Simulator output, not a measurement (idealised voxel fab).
Process module under the name voxel self aligned contacts
Each square cell in cross-section cut measures 5 nm, and the section as a whole is 240 nm wide.
In what follows, cross-sections appear as grids of square cells, described through bands that run from the top down, where every band is one or more rows of cells. Band entry format. Leading values: height of top, height of bottom, nm. Remainder: materials in left-to-right order, each with its width in nm. Special words: "all across" on a single material, which then fills the band edge to edge; "empty", empty space. Heights are reckoned from 0. Under this level, the received wafer is all of one material. The bottommost band is open-ended downward, for example "0 and below". You'd read "30..40" like this: the band's top row of cells is as wide as the first number, its bottom row is as wide as the second, and going down, every row changes width by the same amount as the row before did. A step reported as "no alteration" is a step in which no cell of the cross-section changed. For the entry "Trapped void list", the listed items are empty spaces with no open way to the top whose size is 8 cells or more; each item follows the pattern width x height at distance, where distance is from the left edge and all three are in nm. On each step's line, the part that comes after the settings is the simulator's own comment on the step. If you see "overlay nm" on a step's line and that step has a mask, it's telling you how far right of where it was planned the mask ended up; a negative number means it went left instead.
# Process steps foreseen in the plan
1. RECEIVE [material Si]
2. CONFORMAL_DEP [material SiO2] [thk nm 5]
3. DIRECTIONAL_DEP [material polySi] [thk nm 20]
4. DIRECTIONAL_DEP [material SiN] [thk nm 20]
5. MASKED_ETCH [tone cover] [mask id GATE] [width nm 25] [pitch nm 65] [etch materials SiN] [depth nm 20] [overlay nm 0]
6. MASKED_ETCH [tone cover] [mask id GATE] [width nm 25] [pitch nm 65] [etch materials polySi] [depth nm 20] [overlay nm 0]
7. CONFORMAL_DEP [material SiN] [thk nm 10]
8. DIRECTIONAL_ETCH [etch materials SiN] [depth nm 10]
9. FILL_DEP [material SiO2] [thk nm 10]
10. CMP [height nm 50]
11. DIRECTIONAL_DEP [material aC] [thk nm 15]
12. PATTERN [tone open] [mask id CONTACT] [material resist] [width nm 50] [pitch nm 65] [thk nm 30] [overlay nm 0]
13. DIRECTIONAL_ETCH [etch materials aC] [depth nm 15]
14. STRIP [etch materials resist]
15. DIRECTIONAL_ETCH [etch materials SiO2] [depth nm 50]
16. STRIP [etch materials aC]
17. CONFORMAL_DEP [material TiN] [thk nm 5]
18. FILL_DEP [material Ru] [thk nm 10]
19. CMP [height nm 50]
20. CONFORMAL_DEP [material SiN] [thk nm 5]
# Account of the first of two wafers, which was processed as intended
# Cross-sectional view of the wafer in its as-received condition, corresponding to the state after step 1
  0 and below  Si all across
  Trapped void list: none
# Wafer after step 2 (cross-section)
  5 down to 0  SiO2 all across
  Below 0, no change.
# Wafer after step 3 (cross-section)
  25 down to 5  polySi all across
  Below 5, no change.
# Wafer after step 4 (cross-section)
  45 down to 25  SiN all across
  Below 25, no change.
# Wafer after step 5 (cross-section)
  45 down to 25  empty (40)  SiN (25)  empty (40)  SiN (25)  empty (40)  SiN (25)  empty (45)
  Below 25, no change.
# Wafer after step 6 (cross-section)
  45 down to 25  empty (40)  SiN (25)  empty (40)  SiN (25)  empty (40)  SiN (25)  empty (45)
  25 down to 5  empty (40)  polySi (25)  empty (40)  polySi (25)  empty (40)  polySi (25)  empty (45)
  Below 5, no change.
# Wafer after step 7 (cross-section)
  55 down to 25  empty (30)  SiN (45)  empty (20)  SiN (45)  empty (20)  SiN (45)  empty (35)
  25 down to 15  empty (30)  SiN (10)  polySi (25)  SiN (10)  empty (20)  SiN (10)  polySi (25)  SiN (10)  empty (20)  SiN (10)  polySi (25)  SiN (10)  empty (35)
  15 down to 5  SiN (40)  polySi (25)  SiN (40)  polySi (25)  SiN (40)  polySi (25)  SiN (45)
  Below 5, no change.
# Wafer after step 8 (cross-section)
  45 down to 25  empty (30)  SiN (45)  empty (20)  SiN (45)  empty (20)  SiN (45)  empty (35)
  25 down to 5  empty (30)  SiN (10)  polySi (25)  SiN (10)  empty (20)  SiN (10)  polySi (25)  SiN (10)  empty (20)  SiN (10)  polySi (25)  SiN (10)  empty (35)
  Below 5, no change.
# Wafer after step 9 (cross-section)
  55 down to 45  SiO2 all across
  45 down to 25  SiO2 (30)  SiN (45)  SiO2 (20)  SiN (45)  SiO2 (20)  SiN (45)  SiO2 (35)
  25 down to 5  SiO2 (30)  SiN (10)  polySi (25)  SiN (10)  SiO2 (20)  SiN (10)  polySi (25)  SiN (10)  SiO2 (20)  SiN (10)  polySi (25)  SiN (10)  SiO2 (35)
  Below 5, no change.
# Wafer after step 10 (cross-section)
  50 down to 45  SiO2 all across
  Below 45, no change.
# Wafer after step 11 (cross-section)
  65 down to 50  aC all across
  Below 50, no change.
# Wafer after step 12 (cross-section)
  95 down to 65  resist (60)  empty (50)  resist (15)  empty (50)  resist (65)
  Below 65, no change.
# Wafer after step 13 (cross-section)
  80 down to 65  resist (60)  empty (50)  resist (15)  empty (50)  resist (65)
  65 down to 50  aC (60)  empty (50)  aC (15)  empty (50)  aC (65)
  Below 50, no change.
# Wafer after step 14 (cross-section)
  65 down to 50  aC (60)  empty (50)  aC (15)  empty (50)  aC (65)
  Below 50, no change.
# Wafer after step 15 (cross-section)
  65 down to 50  aC (60)  empty (50)  aC (15)  empty (50)  aC (65)
  50 down to 45  SiO2 (60)  empty (50)  SiO2 (15)  empty (50)  SiO2 (65)
  45 down to 25  SiO2 (30)  SiN (45)  empty (20)  SiN (45)  empty (20)  SiN (45)  SiO2 (35)
  25 down to 5  SiO2 (30)  SiN (10)  polySi (25)  SiN (10)  empty (20)  SiN (10)  polySi (25)  SiN (10)  empty (20)  SiN (10)  polySi (25)  SiN (10)  SiO2 (35)
  5 down to 0  SiO2 (75)  empty (20)  SiO2 (45)  empty (20)  SiO2 (80)
  Below 0, no change.
# Wafer after step 16 (cross-section)
  50 down to 45  SiO2 (60)  empty (50)  SiO2 (15)  empty (50)  SiO2 (65)
  Below 45, no change.
# Wafer after step 17 (cross-section)
  55 down to 50  TiN (65)  empty (40)  TiN (25)  empty (40)  TiN (70)
  50 down to 45  SiO2 (60)  TiN (20)  empty (10)  TiN (20)  SiO2 (15)  TiN (20)  empty (10)  TiN (20)  SiO2 (65)
  45 down to 25  SiO2 (30)  SiN (45)  TiN (5)  empty (10)  TiN (5)  SiN (45)  TiN (5)  empty (10)  TiN (5)  SiN (45)  SiO2 (35)
  25 down to 5  SiO2 (30)  SiN (10)  polySi (25)  SiN (10)  TiN (5)  empty (10)  TiN (5)  SiN (10)  polySi (25)  SiN (10)  TiN (5)  empty (10)  TiN (5)  SiN (10)  polySi (25)  SiN (10)  SiO2 (35)
  5 down to 0  SiO2 (75)  TiN (20)  SiO2 (45)  TiN (20)  SiO2 (80)
  Below 0, no change.
# Wafer after step 18 (cross-section)
  65 down to 55  Ru all across
  55 down to 50  TiN (65)  Ru (40)  TiN (25)  Ru (40)  TiN (70)
  50 down to 45  SiO2 (60)  TiN (20)  Ru (10)  TiN (20)  SiO2 (15)  TiN (20)  Ru (10)  TiN (20)  SiO2 (65)
  45 down to 25  SiO2 (30)  SiN (45)  TiN (5)  Ru (10)  TiN (5)  SiN (45)  TiN (5)  Ru (10)  TiN (5)  SiN (45)  SiO2 (35)
  25 down to 5  SiO2 (30)  SiN (10)  polySi (25)  SiN (10)  TiN (5)  Ru (10)  TiN (5)  SiN (10)  polySi (25)  SiN (10)  TiN (5)  Ru (10)  TiN (5)  SiN (10)  polySi (25)  SiN (10)  SiO2 (35)
  Below 5, no change.
# Wafer after step 19 (cross-section)
  50 down to 45  SiO2 (60)  TiN (20)  Ru (10)  TiN (20)  SiO2 (15)  TiN (20)  Ru (10)  TiN (20)  SiO2 (65)
  Below 45, no change.
# Wafer after step 20 (cross-section)
  55 down to 50  SiN all across
  Below 50, no change.
# For the second wafer, take the first wafer's start and plan, then add one mistake made in running it; everything through step 4, that step included, is shared with the first
# At the planned end of step 5, the second wafer in cross-section
  45 down to 25  empty (45)  SiN (15)  empty (50)  SiN (15)  empty (50)  SiN (15)  empty (50)
  Below 25, no change.
# At the planned end of step 6, the second wafer in cross-section
  45 down to 25  empty (45)  SiN (15)  empty (50)  SiN (15)  empty (50)  SiN (15)  empty (50)
  25 down to 5  empty (40)  polySi (25)  empty (40)  polySi (25)  empty (40)  polySi (25)  empty (45)
  Below 5, no change.
# At the planned end of step 7, the second wafer in cross-section
  55 down to 35  empty (35)  SiN (35)  empty (30)  SiN (35)  empty (30)  SiN (35)  empty (40)
  35 down to 25  empty (30)  SiN (45)  empty (20)  SiN (45)  empty (20)  SiN (45)  empty (35)
  25 down to 15  empty (30)  SiN (10)  polySi (25)  SiN (10)  empty (20)  SiN (10)  polySi (25)  SiN (10)  empty (20)  SiN (10)  polySi (25)  SiN (10)  empty (35)
  15 down to 5  SiN (40)  polySi (25)  SiN (40)  polySi (25)  SiN (40)  polySi (25)  SiN (45)
  Below 5, no change.
# At the planned end of step 8, the second wafer in cross-section
  45 down to 25  empty (35)  SiN (35)  empty (30)  SiN (35)  empty (30)  SiN (35)  empty (40)
  25 down to 5  empty (30)  SiN (10)  polySi (25)  SiN (10)  empty (20)  SiN (10)  polySi (25)  SiN (10)  empty (20)  SiN (10)  polySi (25)  SiN (10)  empty (35)
  Below 5, no change.
# At the planned end of step 9, the second wafer in cross-section
  55 down to 45  SiO2 all across
  45 down to 25  SiO2 (35)  SiN (35)  SiO2 (30)  SiN (35)  SiO2 (30)  SiN (35)  SiO2 (40)
  25 down to 5  SiO2 (30)  SiN (10)  polySi (25)  SiN (10)  SiO2 (20)  SiN (10)  polySi (25)  SiN (10)  SiO2 (20)  SiN (10)  polySi (25)  SiN (10)  SiO2 (35)
  Below 5, no change.
# At the planned end of step 10, the second wafer in cross-section
  50 down to 45  SiO2 all across
  Below 45, no change.
# At the planned end of step 11, the second wafer in cross-section
  65 down to 50  aC all across
  Below 50, no change.
# At the planned end of step 12, the second wafer in cross-section
  95 down to 65  resist (60)  empty (50)  resist (15)  empty (50)  resist (65)
  Below 65, no change.
# At the planned end of step 13, the second wafer in cross-section
  80 down to 65  resist (60)  empty (50)  resist (15)  empty (50)  resist (65)
  65 down to 50  aC (60)  empty (50)  aC (15)  empty (50)  aC (65)
  Below 50, no change.
# At the planned end of step 14, the second wafer in cross-section
  65 down to 50  aC (60)  empty (50)  aC (15)  empty (50)  aC (65)
  Below 50, no change.
# At the planned end of step 15, the second wafer in cross-section
  65 down to 50  aC (60)  empty (50)  aC (15)  empty (50)  aC (65)
  50 down to 45  SiO2 (60)  empty (50)  SiO2 (15)  empty (50)  SiO2 (65)
  45 down to 25  SiO2 (35)  SiN (35)  empty (30)  SiN (35)  empty (30)  SiN (35)  SiO2 (40)
  25 down to 5  SiO2 (30)  SiN (10)  polySi (25)  SiN (10)  empty (20)  SiN (10)  polySi (25)  SiN (10)  empty (20)  SiN (10)  polySi (25)  SiN (10)  SiO2 (35)
  5 down to 0  SiO2 (75)  empty (20)  SiO2 (45)  empty (20)  SiO2 (80)
  Below 0, no change.
# At the planned end of step 16, the second wafer in cross-section
  50 down to 45  SiO2 (60)  empty (50)  SiO2 (15)  empty (50)  SiO2 (65)
  Below 45, no change.
# At the planned end of step 17, the second wafer in cross-section
  55 down to 50  TiN (65)  empty (40)  TiN (25)  empty (40)  TiN (70)
  50 down to 45  SiO2 (60)  TiN (15)  empty (20)  TiN (15)  SiO2 (15)  TiN (15)  empty (20)  TiN (15)  SiO2 (65)
  45 down to 30  SiO2 (35)  SiN (35)  TiN (5)  empty (20)  TiN (5)  SiN (35)  TiN (5)  empty (20)  TiN (5)  SiN (35)  SiO2 (40)
  30 down to 25  SiO2 (35)  SiN (35)  TiN (10)  empty (10)  TiN (10)  SiN (35)  TiN (10)  empty (10)  TiN (10)  SiN (35)  SiO2 (40)
  25 down to 5  SiO2 (30)  SiN (10)  polySi (25)  SiN (10)  TiN (5)  empty (10)  TiN (5)  SiN (10)  polySi (25)  SiN (10)  TiN (5)  empty (10)  TiN (5)  SiN (10)  polySi (25)  SiN (10)  SiO2 (35)
  5 down to 0  SiO2 (75)  TiN (20)  SiO2 (45)  TiN (20)  SiO2 (80)
  Below 0, no change.
# At the planned end of step 18, the second wafer in cross-section
  65 down to 55  Ru all across
  55 down to 50  TiN (65)  Ru (40)  TiN (25)  Ru (40)  TiN (70)
  50 down to 45  SiO2 (60)  TiN (15)  Ru (20)  TiN (15)  SiO2 (15)  TiN (15)  Ru (20)  TiN (15)  SiO2 (65)
  45 down to 30  SiO2 (35)  SiN (35)  TiN (5)  Ru (20)  TiN (5)  SiN (35)  TiN (5)  Ru (20)  TiN (5)  SiN (35)  SiO2 (40)
  30 down to 25  SiO2 (35)  SiN (35)  TiN (10)  Ru (10)  TiN (10)  SiN (35)  TiN (10)  Ru (10)  TiN (10)  SiN (35)  SiO2 (40)
  25 down to 5  SiO2 (30)  SiN (10)  polySi (25)  SiN (10)  TiN (5)  Ru (10)  TiN (5)  SiN (10)  polySi (25)  SiN (10)  TiN (5)  Ru (10)  TiN (5)  SiN (10)  polySi (25)  SiN (10)  SiO2 (35)
  Below 5, no change.
# At the planned end of step 19, the second wafer in cross-section
  50 down to 45  SiO2 (60)  TiN (15)  Ru (20)  TiN (15)  SiO2 (15)  TiN (15)  Ru (20)  TiN (15)  SiO2 (65)
  Below 45, no change.
# At the planned end of step 20, the second wafer in cross-section
  55 down to 50  SiN all across
  Below 50, no change.
what went wrong: planned and actual differ for step 5; actual: MASKED_ETCH [tone cover] [mask id GATE] [width nm 15] [pitch nm 65] [etch materials SiN] [depth nm 20] [overlay nm 0]
Bottom line after processing is that, in cells, the second wafer is up or down on some materials versus the first: +16 Ru, -24 SiN, +8 SiO2
